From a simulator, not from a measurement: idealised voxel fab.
Process module in this document: voxel transistor to metal
Displayed cross-section: cut, width of 295 nm, square cells sized 5 nm.
A cross-section in this document is a grid of square cells, and it is written down as bands, the top band listed before the ones below it; a band is made up of one or more rows of cells.
First you get the band's top height and its bottom height, in nm, and then the materials it's made of, left to right, with each width in nm. If you see a single material with "throughout", that one covers the band edge to edge. "empty" is empty space.
Basically, 0 is our baseline, since under it the wafer straight out of the box is all one material. The bottom band has no lower end and keeps on going down, so it looks like "from 0 down".
It should be noted that a width expressed as "30..40" varies in equal increments from row to row of cells within the band, taking the value of the first number at the top row and that of the second number at the bottom row.
It should be understood that the words "no change", when stated for a given step, signify that the cross-section underwent no change in any of its cells during that step.
"Cavities, closed" lists enclosed empty spaces (at least 8 cells, no open path upward to the top), each as width x height at distance from the left edge, in nm.
Whatever follows a step's settings on its line is a remark the simulator itself makes about that step.
overlay nm: where the mask lay relative to plan, measured to the right, on steps with a mask; negatives go left.
Steps in the process plan:
1) RECEIVE [material Si]
2) OXIDIZE [depth nm 5]
3) CONFORMAL_DEP [material SiN] [thk nm 15]
4) DIRECTIONAL_DEP [material aC] [thk nm 10]
5) PATTERN [tone cover] [mask id ACTIVE] [material resist] [width nm 95] [pitch nm 120] [thk nm 30] [overlay nm 0]
6) DIRECTIONAL_ETCH [etch materials aC] [depth nm 10]
7) STRIP [etch materials resist]
8) DIRECTIONAL_ETCH [etch materials SiN] [depth nm 15]
9) DIRECTIONAL_ETCH [etch materials SiO2] [depth nm 5]
10) DIRECTIONAL_ETCH [etch materials Si] [depth nm 25]
11) STRIP [etch materials aC]
12) FILL_DEP [material SiO2] [thk nm 5]
13) CMP [height nm 15]
14) SELECTIVE_ETCH [etch materials SiO2] [depth nm 15]
15) STRIP [etch materials SiN]
16) SELECTIVE_ETCH [etch materials SiO2] [depth nm 5]
17) OXIDIZE [depth nm 5]
18) DIRECTIONAL_DEP [material polySi] [thk nm 30]
19) DIRECTIONAL_DEP [material SiCN] [thk nm 15]
20) MASKED_ETCH [tone cover] [mask id GATE] [width nm 15] [pitch nm 120] [etch materials SiCN] [depth nm 25] [overlay nm 0]
21) MASKED_ETCH [tone cover] [mask id GATE] [width nm 15] [pitch nm 120] [etch materials polySi] [depth nm 40] [overlay nm 0]
22) CONFORMAL_DEP [material SiN] [thk nm 10]
23) DIRECTIONAL_ETCH [etch materials SiN] [depth nm 10]
24) DIRECTIONAL_ETCH [etch materials SiO2] [depth nm 5]
25) DIRECTIONAL_ETCH [etch materials Si] [depth nm 15]
26) EPI [material nSi] [thk nm 15]
27) FILL_DEP [material SiO2] [thk nm 5]
28) CMP [height nm 40]
29) DIRECTIONAL_DEP [material SiO2] [thk nm 10]
30) DIRECTIONAL_DEP [material aC] [thk nm 15]
31) PATTERN [tone open] [mask id CONTACT] [material resist] [width nm 20] [thk nm 35] [overlay nm 0]
32) DIRECTIONAL_ETCH [etch materials aC] [depth nm 15]
33) STRIP [etch materials resist]
34) DIRECTIONAL_ETCH [etch materials SiO2] [depth nm 60]
35) STRIP [etch materials aC]
36) CONFORMAL_DEP [material TiN] [thk nm 5]
37) FILL_DEP [material Ru] [thk nm 10]
38) CMP [height nm 50]
39) DIRECTIONAL_DEP [material TiN] [thk nm 5]
40) DIRECTIONAL_DEP [material W] [thk nm 25]
41) DIRECTIONAL_DEP [material aC] [thk nm 15]
42) PATTERN [tone cover] [mask id METAL_1] [material resist] [width nm 20] [thk nm 30] [overlay nm 0]
43) DIRECTIONAL_ETCH [etch materials aC] [depth nm 15]
44) STRIP [etch materials resist]
45) DIRECTIONAL_ETCH [etch materials W] [depth nm 25]
46) DIRECTIONAL_ETCH [etch materials TiN] [depth nm 5]
47) STRIP [etch materials aC]
48) FILL_DEP [material lowk] [thk nm 5]
49) CMP [height nm 80]
50) CONFORMAL_DEP [material SiCN] [thk nm 5]
51) DIRECTIONAL_DEP [material lowk] [thk nm 30]
52) PATTERN [tone open] [mask id METAL_2_HOLES] [material resist] [width nm 15] [pitch nm 120] [thk nm 20] [overlay nm 0]
53) DIRECTIONAL_ETCH [etch materials lowk] [depth nm 30]
54) STRIP [etch materials resist]
55) PATTERN [tone open] [mask id METAL_2] [material resist] [width nm 20] [pitch nm 120] [thk nm 15] [overlay nm 0]
56) DIRECTIONAL_ETCH [etch materials lowk] [depth nm 15]
57) DIRECTIONAL_ETCH [etch materials SiCN] [depth nm 5]
58) STRIP [etch materials resist]
59) CONFORMAL_DEP [material TiN] [thk nm 5]
60) FILL_DEP [material Ru] [thk nm 5]
61) CMP [height nm 115]
62) CONFORMAL_DEP [material SiCN] [thk nm 5]
For this document, wafers share an identical start and vary in the step 20 width nm; the plan quotes the first wafer's value.
Cross-section of the first incoming wafer of several, state after step 1:
from 0 down | Si throughout
Cavities, closed: none
Cross-sectional representation of the first of several wafers at the end of the module, i.e. after its terminal step, step 62:
from 120 to 115 | SiCN throughout
from 115 to 105 | lowk (45)  TiN (5)  Ru (10)  TiN (5)  lowk (100)  TiN (5)  Ru (10)  TiN (5)  lowk (110)
from 105 to 100 | lowk (45)  TiN (5)  Ru (5)  TiN (10)  lowk (100)  TiN (5)  Ru (5)  TiN (10)  lowk (110)
from 100 to 85 | lowk (45)  TiN (5)  Ru (5)  TiN (5)  lowk (105)  TiN (5)  Ru (5)  TiN (5)  lowk (115)
from 85 to 80 | SiCN (45)  TiN (15)  SiCN (105)  TiN (15)  SiCN (115)
from 80 to 55 | lowk (45)  W (20)  lowk (45)  W (20)  lowk (35)  W (20)  lowk (45)  W (20)  lowk (45)
from 55 to 50 | lowk (45)  TiN (20)  lowk (45)  TiN (20)  lowk (35)  TiN (20)  lowk (45)  TiN (20)  lowk (45)
from 50 to 40 | SiO2 (45)  TiN (5)  Ru (10)  TiN (5)  SiO2 (45)  TiN (5)  Ru (10)  TiN (5)  SiO2 (35)  TiN (5)  Ru (10)  TiN (5)  SiO2 (45)  TiN (5)  Ru (10)  TiN (5)  SiO2 (45)
from 40 to 25 | SiO2 (45)  TiN (5)  Ru (10)  TiN (5)  SiO2 (5)  SiN (10)  SiCN (15)  SiN (10)  SiO2 (5)  TiN (5)  Ru (10)  TiN (5)  SiO2 (35)  TiN (5)  Ru (10)  TiN (5)  SiO2 (5)  SiN (10)  SiCN (15)  SiN (10)  SiO2 (5)  TiN (5)  Ru (10)  TiN (5)  SiO2 (45)
from 25 to 10 | SiO2 (45)  TiN (5)  Ru (10)  TiN (5)  SiO2 (5)  SiN (10)  polySi (15)  SiN (10)  SiO2 (5)  TiN (5)  Ru (10)  TiN (5)  SiO2 (35)  TiN (5)  Ru (10)  TiN (5)  SiO2 (5)  SiN (10)  polySi (15)  SiN (10)  SiO2 (5)  TiN (5)  Ru (10)  TiN (5)  SiO2 (45)
from 10 to 5 | SiO2 (45)  TiN (20)  SiO2 (5)  SiN (10)  polySi (15)  SiN (10)  SiO2 (5)  TiN (20)  SiO2 (35)  TiN (20)  SiO2 (5)  SiN (10)  polySi (15)  SiN (10)  SiO2 (5)  TiN (20)  SiO2 (45)
from 5 to -5 | SiO2 (45)  TiN (10)  nSi (15)  SiN (10)  polySi (15)  SiN (10)  nSi (15)  TiN (10)  SiO2 (35)  TiN (10)  nSi (15)  SiN (10)  polySi (15)  SiN (10)  nSi (15)  TiN (10)  SiO2 (45)
from -5 to -10 | SiO2 (45)  TiN (10)  nSi (15)  SiO2 (35)  nSi (15)  TiN (10)  SiO2 (35)  TiN (10)  nSi (15)  SiO2 (35)  nSi (15)  TiN (10)  SiO2 (45)
from -10 to -25 | SiO2 (40)  nSi (30)  Si (35)  nSi (30)  SiO2 (25)  nSi (30)  Si (35)  nSi (30)  SiO2 (40)
from -25 to -30 | SiO2 (40)  Si (95)  SiO2 (25)  Si (95)  SiO2 (40)
from -30 down | Si throughout
Cavities, closed: none
Of the several wafers, the last: cross-section at the end of the module:
from 120 to 115 | SiCN throughout
from 115 to 105 | lowk (45)  TiN (5)  Ru (10)  TiN (5)  lowk (100)  TiN (5)  Ru (10)  TiN (5)  lowk (110)
from 105 to 100 | lowk (45)  TiN (5)  Ru (5)  TiN (10)  lowk (100)  TiN (5)  Ru (5)  TiN (10)  lowk (110)
from 100 to 85 | lowk (45)  TiN (5)  Ru (5)  TiN (5)  lowk (105)  TiN (5)  Ru (5)  TiN (5)  lowk (115)
from 85 to 80 | SiCN (45)  TiN (15)  SiCN (105)  TiN (15)  SiCN (115)
from 80 to 55 | lowk (45)  W (20)  lowk (45)  W (20)  lowk (35)  W (20)  lowk (45)  W (20)  lowk (45)
from 55 to 50 | lowk (45)  TiN (20)  lowk (45)  TiN (20)  lowk (35)  TiN (20)  lowk (45)  TiN (20)  lowk (45)
from 50 to 40 | SiO2 (45)  TiN (5)  Ru (10)  TiN (5)  SiO2 (45)  TiN (5..10)  Ru (10..5)  TiN (5)  SiO2 (35)  TiN (5)  Ru (10)  TiN (5)  SiO2 (45)  TiN (5..10)  Ru (10..5)  TiN (5)  SiO2 (45)
from 40 to 25 | SiO2 (45)  TiN (5)  Ru (10)  TiN (5)  SiN (10)  SiCN (30)  SiN (10)  TiN (5)  Ru (5)  TiN (5)  SiO2 (35)  TiN (5)  Ru (10)  TiN (5)  SiN (10)  SiCN (30)  SiN (10)  TiN (5)  Ru (5)  TiN (5)  SiO2 (45)
from 25 to 10 | SiO2 (45)  TiN (5)  Ru (10)  TiN (5)  SiN (10)  polySi (30)  SiN (10)  TiN (5)  Ru (5)  TiN (5)  SiO2 (35)  TiN (5)  Ru (10)  TiN (5)  SiN (10)  polySi (30)  SiN (10)  TiN (5)  Ru (5)  TiN (5)  SiO2 (45)
from 10 to 5 | SiO2 (45)  TiN (20)  SiN (10)  polySi (30)  SiN (10)  TiN (15)  SiO2 (35)  TiN (20)  SiN (10)  polySi (30)  SiN (10)  TiN (15)  SiO2 (45)
from 5 to -5 | SiO2 (45)  TiN (5)  nSi (15)  SiN (10)  polySi (30)  SiN (10)  nSi (15)  SiO2 (35)  TiN (5)  nSi (15)  SiN (10)  polySi (30)  SiN (10)  nSi (15)  SiO2 (45)
from -5 to -10 | SiO2 (45)  TiN (5)  nSi (15)  SiO2 (50)  nSi (15)  SiO2 (35)  TiN (5)  nSi (15)  SiO2 (50)  nSi (15)  SiO2 (45)
from -10 to -25 | SiO2 (40)  nSi (25)  Si (50)  nSi (20)  SiO2 (25)  nSi (25)  Si (50)  nSi (20)  SiO2 (40)
from -25 to -30 | SiO2 (40)  Si (95)  SiO2 (25)  Si (95)  SiO2 (40)
from -30 down | Si throughout
Cavities, closed: none
So in this table every wafer gets its own row, and what you see is where it stands at the end of the module: for each material, how many cells it picked up (+) or gave up (-) since we received it, and after that its closed voids:
width nm 15 | +80 Ru | -274 Si | +130 SiCN | +72 SiN | +462 SiO2 | +152 TiN | +80 W | +570 lowk | +108 nSi | +36 polySi | Cavities, closed: none
width nm 20 | +80 Ru | -268 Si | +136 SiCN | +72 SiN | +450 SiO2 | +146 TiN | +80 W | +570 lowk | +102 nSi | +48 polySi | Cavities, closed: none
width nm 25 | +80 Ru | -262 Si | +142 SiCN | +72 SiN | +438 SiO2 | +140 TiN | +80 W | +570 lowk | +96 nSi | +60 polySi | Cavities, closed: none
width nm 30 | +66 Ru | -256 Si | +148 SiCN | +72 SiN | +440 SiO2 | +134 TiN | +80 W | +570 lowk | +90 nSi | +72 polySi | Cavities, closed: none
